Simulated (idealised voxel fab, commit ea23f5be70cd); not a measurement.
Process module under the name voxel tone inversion
Square cells of 5 nm make up the cross-section cut, whose width is 160 nm.
When this document writes out a cross-section, it uses a grid of square cells and lists it as bands, beginning at the top and moving down, with a band standing for one or more rows of cells.
Heights first: top, then bottom, in nm. Then materials, left to right, each with a width in nm. "full width" on a single material: fills the band edge to edge. "empty": empty space.
Where do heights start? At 0: under that level the wafer as delivered is made of one material only. And the lowest band has no floor; it just carries on downward, as in "0 -> down".
The notation "30 to 40" denotes a width that varies across the rows of cells in the band, beginning at the first number in the top row, finishing at the second number in the bottom row, and changing by an identical amount from each row to the next.
"remains unaltered" -> step changed no cross-section cell.
Entry "Entrapped void list" = empty spaces >= 8 cells with no open way to the top; each as width x height at distance, distance from left edge, all nm.
after a step's settings: what the simulator itself notes on the step
Regarding "overlay nm": on a step with a mask, it is the distance the mask lay to the right of its planned place; a negative value places it to the left.
PROCESS STEPS FORESEEN IN THE PLAN
step 1: RECEIVE (material Si)
step 2: CONFORMAL_DEP (material SiCN; thk nm 5)
step 3: DIRECTIONAL_DEP (material aC; thk nm 15)
step 4: PATTERN (tone cover; mask id POSTS; material resist; width nm 20; pitch nm 35; thk nm 25; overlay nm 0)
step 5: DIRECTIONAL_ETCH (etch materials aC; depth nm 15)
step 6: STRIP (etch materials resist)
step 7: FILL_DEP (material SiO2; thk nm 10)
step 8: CMP (height nm 20)
step 9: STRIP (etch materials aC)
The wafers are alike at the start. At step 2, their thk nm differs. The plan lists the first wafer's value.
FIRST WAFER OF SEVERAL, AS RECEIVED: CROSS-SECTION AFTER STEP 1
> 0 -> down = Si full width
> Entrapped void list: none
SO IN THIS TABLE EVERY WAFER GETS ITS OWN ROW, AND WHAT YOU SEE IS WHERE IT STANDS AT THE END OF THE MODULE: FOR EACH MATERIAL, HOW MANY CELLS IT PICKED UP (+) OR GAVE UP (-) SINCE WE RECEIVED IT, AND AFTER THAT ITS CLOSED VOIDS
thk nm 5; +32 SiCN; +48 SiO2; Entrapped void list: none
thk nm 10; +64 SiCN; +32 SiO2; Entrapped void list: none
thk nm 15; +96 SiCN; +16 SiO2; Entrapped void list: none
thk nm 20; +128 SiCN; Entrapped void list: none
